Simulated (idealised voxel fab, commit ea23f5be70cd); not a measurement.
The following is a process module called voxel gate over fins.
Cross-sectional view cut (width: 210 nm; square cell size: 5 nm).
Notation: cross-section as square-cell grid; stated in bands, top first, going down; one or more cell rows per band.
Quick guide to a band line: top height, bottom height (nm) up front; then every material left to right with its width in nm. Only one material and it's marked "everywhere"? Then it fills the band edge to edge. And "blank" just means empty space.
Basically, 0 is our baseline, since under it the wafer straight out of the box is all one material. The bottom band has no lower end and keeps on going down, so it looks like "0 nm and below".
When a width is written as two numbers, as in "30->40", the first number is the width in the top row of cells of the band and the second is the width in its bottom row, and the width changes by the same amount from each row to the next.
"all unchanged" (step): cross-section cells unchanged, all of them.
"Closed void listing" specifies each empty space that is not open to the top and that occupies no fewer than 8 cells, using the form width x height at distance, the distance measured from the left edge and all three quantities in nm.
Note: text after step settings on the step line = simulator remark on that step.
overlay nm: mask right of planned place by this much (step with mask). Neg. = left.

### Planned step list for the process
1. RECEIVE,material Si
2. CONFORMAL_DEP,material SiN,thk nm 10
3. MASKED_ETCH,tone cover,mask id FINS,width nm 15,pitch nm 35,etch materials SiN,depth nm 10,overlay nm 0
4. MASKED_ETCH,tone cover,mask id FINS,width nm 15,pitch nm 35,etch materials Si,depth nm 40,overlay nm 0
5. OXIDIZE,depth nm 5
6. FILL_DEP,material SiO2,thk nm 10
7. CMP,height nm 10
8. SELECTIVE_ETCH,etch materials SiO2,depth nm 20
9. STRIP,etch materials SiN
10. CONFORMAL_DEP,material HfO2,thk nm 5
11. CONFORMAL_DEP,material TiN,thk nm 5
12. FILL_DEP,material W,thk nm 10
13. CMP,height nm 15
14. CONFORMAL_DEP,material SiCN,thk nm 10

### Step 1 complete: cross-section of the wafer as received
  0 nm and below | Si everywhere
  Closed void listing: none

### Result of the module, cross-sectioned: start per above, plan per above, one error in how it was run
  25 nm to 15 nm | SiCN everywhere
  15 nm to 10 nm | W everywhere
  10 nm to 5 nm | W (75), then TiN (25), then W (10), then TiN (25), then W (75)
  5 nm to 0 nm | W (75), then TiN (5), then HfO2 (15), then TiN (5), then W (10), then TiN (5), then HfO2 (15), then TiN (5), then W (75)
  0 nm to -5 nm | TiN (80), then HfO2 (5), then Si (5), then HfO2 (5), then TiN (20), then HfO2 (5), then Si (5), then HfO2 (5), then TiN (80)
  -5 nm to -10 nm | HfO2 (85), then Si (5), then HfO2 (30), then Si (5), then HfO2 (85)
  -10 nm to -85 nm | SiO2 (85), then Si (5), then SiO2 (30), then Si (5), then SiO2 (85)
  -85 nm and below | Si everywhere
  Closed void listing: none
Here's what went sideways: regarding the plan, step 4 was run twice
